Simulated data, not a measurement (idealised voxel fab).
process module | voxel wiring stack
cross-section cut | 165 nm wide | cells 5 nm
A cross-section is a grid of square cells, given in bands from the top down. A band is one or more rows of cells.
Each band's line starts with the height of the band's top and of its bottom, in nm. Then come its materials from left to right, each with its width in nm. One material with "throughout" fills the band from edge to edge. "air" is empty space.
Height 0 is the level under which the wafer as received is all one material. The lowest band goes on downwards, as in "0 down".
A width such as "30 to 40" changes by the same amount from each row of cells to the next, from the band's top row to its bottom row.
"no change" after a step means that no cell of the cross-section changed.
closed voids: empty space of 8 cells or more with no open way to the top, each as width x height at its distance from the left edge, in nm
after a step's settings: what the simulator itself notes on the step
overlay nm, on a step with a mask: how far to the right of its planned place the mask lay; to the left if negative
plan
1 op RECEIVE | material Si
2 op CONFORMAL_DEP | material SiO2 | thk nm 10
3 op DIRECTIONAL_DEP | material TiN | thk nm 5
4 op DIRECTIONAL_DEP | material W | thk nm 25
5 op DIRECTIONAL_DEP | material aC | thk nm 10
6 op PATTERN | tone cover | mask id METAL_1 | material resist | width nm 20 | pitch nm 35 | thk nm 25 | overlay nm 0
7 op DIRECTIONAL_ETCH | etch materials aC | depth nm 10
8 op STRIP | etch materials resist
9 op DIRECTIONAL_ETCH | etch materials W | depth nm 25
10 op DIRECTIONAL_ETCH | etch materials TiN | depth nm 5
11 op STRIP | etch materials aC
12 op CONFORMAL_DEP | material SiN | thk nm 5
13 op FILL_DEP | material lowk | thk nm 10
14 op CMP | height nm 40
15 op CONFORMAL_DEP | material SiCN | thk nm 5
16 op DIRECTIONAL_DEP | material SiO2 | thk nm 15
17 op PATTERN | tone open | mask id PLUG_1 | material resist | width nm 15 | pitch nm 70 | thk nm 15 | overlay nm 0
18 op DIRECTIONAL_ETCH | etch materials SiO2 | depth nm 15
19 op DIRECTIONAL_ETCH | etch materials SiCN | depth nm 5
20 op STRIP | etch materials resist
21 op CONFORMAL_DEP | material TiN | thk nm 5
22 op FILL_DEP | material Cu | thk nm 5
23 op CMP | height nm 60
24 op DIRECTIONAL_DEP | material TiN | thk nm 5
25 op DIRECTIONAL_DEP | material Ru | thk nm 25
26 op PATTERN | tone cover | mask id METAL_2 | material resist | width nm 20 | pitch nm 35 | thk nm 20 | overlay nm 0
27 op DIRECTIONAL_ETCH | etch materials Ru | depth nm 25
28 op DIRECTIONAL_ETCH | etch materials TiN | depth nm 5
29 op STRIP | etch materials resist
30 op FILL_DEP | material SiO2 | thk nm 5
31 op CMP | height nm 90
32 op CONFORMAL_DEP | material SiN | thk nm 5
as received, after step 1
  0 down: Si throughout
  closed voids: none
first wafer at the end, as planned
  95 to 90: SiN throughout
  90 to 65: SiO2 20 | Ru 20 | SiO2 15 | Ru 20 | SiO2 15 | Ru 20 | SiO2 15 | Ru 20 | SiO2 20
  65 to 60: SiO2 20 | TiN 20 | SiO2 15 | TiN 20 | SiO2 15 | TiN 20 | SiO2 15 | TiN 20 | SiO2 20
  60 to 45: SiO2 20 | TiN 5 | Cu 5 | TiN 5 | SiO2 55 | TiN 5 | Cu 5 | TiN 5 | SiO2 60
  45 to 40: SiCN 20 | TiN 15 | SiCN 55 | TiN 15 | SiCN 60
  40 to 15: lowk 15 | SiN 5 | W 20 | SiN 5 | lowk 5 | SiN 5 | W 20 | SiN 5 | lowk 5 | SiN 5 | W 20 | SiN 5 | lowk 5 | SiN 5 | W 20 | SiN 5 | lowk 15
  15 to 10: SiN 20 | TiN 20 | SiN 15 | TiN 20 | SiN 15 | TiN 20 | SiN 15 | TiN 20 | SiN 20
  10 to 0: SiO2 throughout
  0 down: Si throughout
  closed voids: none
second wafer at the end: like start, like plan, one mistake
  95 to 90: SiN throughout
  90 to 65: SiO2 20 | Ru 20 | SiO2 15 | Ru 20 | SiO2 15 | Ru 20 | SiO2 15 | Ru 20 | SiO2 20
  65 to 60: SiO2 20 | TiN 20 | SiO2 15 | TiN 20 | SiO2 15 | TiN 20 | SiO2 15 | TiN 20 | SiO2 20
  60 to 55: SiO2 20 | TiN 5 | Cu 5 | TiN 5 | SiO2 55 | TiN 5 | Cu 5 | TiN 5 | SiO2 60
  55 to 50: SiCN 20 | TiN 15 | SiCN 55 | TiN 15 | SiCN 60
  50 to 40: SiCN throughout
  40 to 15: lowk 15 | SiN 5 | W 20 | SiN 5 | lowk 5 | SiN 5 | W 20 | SiN 5 | lowk 5 | SiN 5 | W 20 | SiN 5 | lowk 5 | SiN 5 | W 20 | SiN 5 | lowk 15
  15 to 10: SiN 20 | TiN 20 | SiN 15 | TiN 20 | SiN 15 | TiN 20 | SiN 15 | TiN 20 | SiN 20
  10 to 0: SiO2 throughout
  0 down: Si throughout
  closed voids: none
what went wrong: step 15 ran as: op CONFORMAL_DEP | material SiCN | thk nm 15
at the end the second wafer has, in cells: 4 fewer of Cu | 66 more of SiCN | 54 fewer of SiO2 | 8 fewer of TiN
